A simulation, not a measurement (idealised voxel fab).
The name of this process module is voxel wiring stack.
The cross-section on display is named cut; it measures 160 nm wide, and its cells are 5 nm squares.
Square cells in a grid make up a cross-section in this document, and the grid is given as bands, listed from the top down, each one or more rows of cells. Heights first: top, then bottom, in nm. Then materials, left to right, each with a width in nm. "full width" on a single material: fills the band edge to edge. "air": empty space. Where do heights start? At 0: under that level the wafer as delivered is made of one material only. And the lowest band has no floor; it just carries on downward, as in "0 -> down". So if you see something like "30->40" for the width, read it as the top row of the band sitting at the first number and the bottom row at the second, with every row in between moving by the same amount as the last. The cross-section has no changed cell in any step marked "no modifications". Any empty space of 8 cells or more lacking an open way to the top shows up in "Unvented voids" as width x height at distance, distance from the left edge, in nm. Heads up: the bit after the settings on a step's line is the simulator's remark on that step. Regarding "overlay nm": on a step with a mask, it is the distance the mask lay to the right of its planned place; a negative value places it to the left.
# plan
1: RECEIVE,material Si
2: CONFORMAL_DEP,material SiO2,thk nm 10
3: DIRECTIONAL_DEP,material TiN,thk nm 5
4: DIRECTIONAL_DEP,material Ru,thk nm 25
5: MASKED_ETCH,tone cover,mask id METAL_1,width nm 25,pitch nm 50,etch materials Ru,depth nm 25,overlay nm 0
6: MASKED_ETCH,tone cover,mask id METAL_1,width nm 25,pitch nm 50,etch materials TiN,depth nm 5,overlay nm 0
7: CONFORMAL_DEP,material SiN,thk nm 5
8: FILL_DEP,material lowk,thk nm 5
9: CMP,height nm 40
10: CONFORMAL_DEP,material SiCN,thk nm 5
11: DIRECTIONAL_DEP,material SiO2,thk nm 35
12: DIRECTIONAL_DEP,material aC,thk nm 10
13: PATTERN,tone open,mask id METAL_2_HOLES,material resist,width nm 15,pitch nm 100,thk nm 30,overlay nm 0
14: DIRECTIONAL_ETCH,etch materials aC,depth nm 10
15: STRIP,etch materials resist
16: DIRECTIONAL_ETCH,etch materials SiO2,depth nm 35
17: STRIP,etch materials aC
18: PATTERN,tone open,mask id METAL_2,material resist,width nm 25,pitch nm 50,thk nm 15,overlay nm 0
19: DIRECTIONAL_ETCH,etch materials SiO2,depth nm 20
20: DIRECTIONAL_ETCH,etch materials SiCN,depth nm 5
21: STRIP,etch materials resist
22: CONFORMAL_DEP,material TiN,thk nm 5
23: FILL_DEP,material Cu,thk nm 10
24: CMP,height nm 80
25: CONFORMAL_DEP,material SiCN,thk nm 5
26: DIRECTIONAL_DEP,material SiO2,thk nm 30
27: MASKED_ETCH,tone open,mask id METAL_3,width nm 25,pitch nm 50,etch materials SiO2,depth nm 15,overlay nm 0
28: DIRECTIONAL_DEP,material aC,thk nm 10
29: PATTERN,tone open,mask id METAL_3_HOLES,material resist,width nm 15,pitch nm 100,thk nm 30,overlay nm 0
30: DIRECTIONAL_ETCH,etch materials aC,depth nm 10
31: STRIP,etch materials resist
32: DIRECTIONAL_ETCH,etch materials SiO2,depth nm 15
33: DIRECTIONAL_ETCH,etch materials SiCN,depth nm 5
34: STRIP,etch materials aC
35: CONFORMAL_DEP,material TiN,thk nm 5
36: FILL_DEP,material Ru,thk nm 5
37: CMP,height nm 115
38: CONFORMAL_DEP,material SiCN,thk nm 5
39: DIRECTIONAL_DEP,material lowk,thk nm 25
40: DIRECTIONAL_DEP,material aC,thk nm 15
41: PATTERN,tone open,mask id METAL_4_HOLES,material resist,width nm 15,pitch nm 100,thk nm 30,overlay nm 0
42: DIRECTIONAL_ETCH,etch materials aC,depth nm 15
43: STRIP,etch materials resist
44: DIRECTIONAL_ETCH,etch materials lowk,depth nm 25
45: STRIP,etch materials aC
46: DIRECTIONAL_DEP,material aC,thk nm 15
47: PATTERN,tone open,mask id METAL_4,material resist,width nm 25,pitch nm 50,thk nm 30,overlay nm 0
48: DIRECTIONAL_ETCH,etch materials aC,depth nm 15
49: STRIP,etch materials resist
50: DIRECTIONAL_ETCH,etch materials lowk,depth nm 15
51: DIRECTIONAL_ETCH,etch materials SiCN,depth nm 5
52: STRIP,etch materials aC
53: CONFORMAL_DEP,material TiN,thk nm 5
54: FILL_DEP,material Ru,thk nm 10
55: CMP,height nm 145
56: CONFORMAL_DEP,material SiN,thk nm 5
# This is the cross-section of the wafer as we received it, i.e. after step 1
    0 -> down  Si full width
    Unvented voids: none
# Here's the cross-section of the first of our two wafers at the end of the module - it ran as planned
    150 -> 145  SiN full width
    145 -> 135  15 of lowk, then 5 of TiN, then 15 of Ru, then 5 of TiN, then 25 of lowk, then 5 of TiN, then 15 of Ru, then 5 of TiN, then 25 of lowk, then 5 of TiN, then 15 of Ru, then 5 of TiN, then 20 of lowk
    135 -> 130  15 of lowk, then 5 of TiN, then 5 of Ru, then 15 of TiN, then 25 of lowk, then 25 of TiN, then 25 of lowk, then 5 of TiN, then 5 of Ru, then 15 of TiN, then 20 of lowk
    130 -> 120  15 of lowk, then 5 of TiN, then 5 of Ru, then 5 of TiN, then 85 of lowk, then 5 of TiN, then 5 of Ru, then 5 of TiN, then 30 of lowk
    120 -> 115  15 of SiCN, then 15 of TiN, then 85 of SiCN, then 15 of TiN, then 30 of SiCN
    115 -> 105  15 of SiO2, then 5 of TiN, then 15 of Ru, then 5 of TiN, then 25 of SiO2, then 5 of TiN, then 15 of Ru, then 5 of TiN, then 25 of SiO2, then 5 of TiN, then 15 of Ru, then 5 of TiN, then 20 of SiO2
    105 -> 100  15 of SiO2, then 5 of TiN, then 5 of Ru, then 15 of TiN, then 25 of SiO2, then 25 of TiN, then 25 of SiO2, then 5 of TiN, then 5 of Ru, then 15 of TiN, then 20 of SiO2
    100 -> 85  15 of SiO2, then 5 of TiN, then 5 of Ru, then 5 of TiN, then 85 of SiO2, then 5 of TiN, then 5 of Ru, then 5 of TiN, then 30 of SiO2
    85 -> 80  15 of SiCN, then 15 of TiN, then 85 of SiCN, then 15 of TiN, then 30 of SiCN
    80 -> 65  15 of SiO2, then 5 of TiN, then 15 of Cu, then 5 of TiN, then 25 of SiO2, then 5 of TiN, then 15 of Cu, then 5 of TiN, then 25 of SiO2, then 5 of TiN, then 15 of Cu, then 5 of TiN, then 20 of SiO2
    65 -> 60  15 of SiO2, then 5 of TiN, then 5 of Cu, then 15 of TiN, then 25 of SiO2, then 25 of TiN, then 25 of SiO2, then 5 of TiN, then 5 of Cu, then 15 of TiN, then 20 of SiO2
    60 -> 45  15 of SiO2, then 5 of TiN, then 5 of Cu, then 5 of TiN, then 85 of SiO2, then 5 of TiN, then 5 of Cu, then 5 of TiN, then 30 of SiO2
    45 -> 40  15 of SiCN, then 15 of TiN, then 85 of SiCN, then 15 of TiN, then 30 of SiCN
    40 -> 15  10 of lowk, then 5 of SiN, then 25 of Ru, then 5 of SiN, then 15 of lowk, then 5 of SiN, then 25 of Ru, then 5 of SiN, then 15 of lowk, then 5 of SiN, then 25 of Ru, then 5 of SiN, then 15 of lowk
    15 -> 10  15 of SiN, then 25 of TiN, then 25 of SiN, then 25 of TiN, then 25 of SiN, then 25 of TiN, then 20 of SiN
    10 -> 0  SiO2 full width
    0 -> down  Si full width
    Unvented voids: none
# What the second wafer looks like in cross-section once the module is done. Its start and its plan matched the first wafer's exactly; what differed was one mistake in how it was run
    150 -> 145  SiN full width
    145 -> 135  15 of lowk, then 5 of TiN, then 15 of Ru, then 5 of TiN, then 25 of lowk, then 5 of TiN, then 15 of Ru, then 5 of TiN, then 25 of lowk, then 5 of TiN, then 15 of Ru, then 5 of TiN, then 20 of lowk
    135 -> 130  15 of lowk, then 5 of TiN, then 5 of Ru, then 15 of TiN, then 25 of lowk, then 25 of TiN, then 25 of lowk, then 5 of TiN, then 5 of Ru, then 15 of TiN, then 20 of lowk
    130 -> 120  15 of lowk, then 5 of TiN, then 5 of Ru, then 5 of TiN, then 85 of lowk, then 5 of TiN, then 5 of Ru, then 5 of TiN, then 30 of lowk
    120 -> 115  15 of SiCN, then 15 of TiN, then 85 of SiCN, then 15 of TiN, then 30 of SiCN
    115 -> 105  15 of SiO2, then 5 of TiN, then 15 of Ru, then 5 of TiN, then 25 of SiO2, then 5 of TiN, then 15 of Ru, then 5 of TiN, then 25 of SiO2, then 5 of TiN, then 15 of Ru, then 5 of TiN, then 20 of SiO2
    105 -> 100  15 of SiO2, then 5 of TiN, then 5 of Ru, then 15 of TiN, then 25 of SiO2, then 25 of TiN, then 25 of SiO2, then 5 of TiN, then 5 of Ru, then 15 of TiN, then 20 of SiO2
    100 -> 85  15 of SiO2, then 5 of TiN, then 5 of Ru, then 5 of TiN, then 85 of SiO2, then 5 of TiN, then 5 of Ru, then 5 of TiN, then 30 of SiO2
    85 -> 80  15 of SiCN, then 15 of TiN, then 85 of SiCN, then 15 of TiN, then 30 of SiCN
    80 -> 65  15 of SiO2, then 5 of TiN, then 15 of Cu, then 5 of TiN, then 25 of SiO2, then 5 of TiN, then 15 of Cu, then 5 of TiN, then 25 of SiO2, then 5 of TiN, then 15 of Cu, then 5 of TiN, then 20 of SiO2
    65 -> 60  15 of SiO2, then 5 of TiN, then 5 of Cu, then 15 of TiN, then 25 of SiO2, then 25 of TiN, then 25 of SiO2, then 5 of TiN, then 5 of Cu, then 15 of TiN, then 20 of SiO2
    60 -> 45  15 of SiO2, then 5 of TiN, then 5 of Cu, then 5 of TiN, then 85 of SiO2, then 5 of TiN, then 5 of Cu, then 5 of TiN, then 30 of SiO2
    45 -> 40  15 of SiCN, then 15 of TiN, then 85 of SiCN, then 15 of TiN, then 30 of SiCN
    40 -> 20  15 of lowk, then 5 of SiN, then 20 of Ru, then 5 of SiN, then 20 of lowk, then 5 of SiN, then 20 of Ru, then 5 of SiN, then 20 of lowk, then 5 of SiN, then 20 of Ru, then 5 of SiN, then 15 of lowk
    20 -> 15  10 of lowk, then 10 of SiN, then 20 of Ru, then 5 of SiN, then 15 of lowk, then 10 of SiN, then 20 of Ru, then 5 of SiN, then 15 of lowk, then 10 of SiN, then 20 of Ru, then 5 of SiN, then 15 of lowk
    15 -> 10  15 of SiN, then 25 of TiN, then 25 of SiN, then 25 of TiN, then 25 of SiN, then 25 of TiN, then 20 of SiN
    10 -> 0  SiO2 full width
    0 -> down  Si full width
    Unvented voids: none
Diagnosis: for step 5, the planned setting was not used; the step was instead run as MASKED_ETCH,tone cover,mask id METAL_1,width nm 20,pitch nm 50,etch materials Ru,depth nm 25,overlay nm 0
Cell-count delta at end, second wafer over first, by material: 15 fewer of Ru, 3 more of SiN, 12 more of lowk
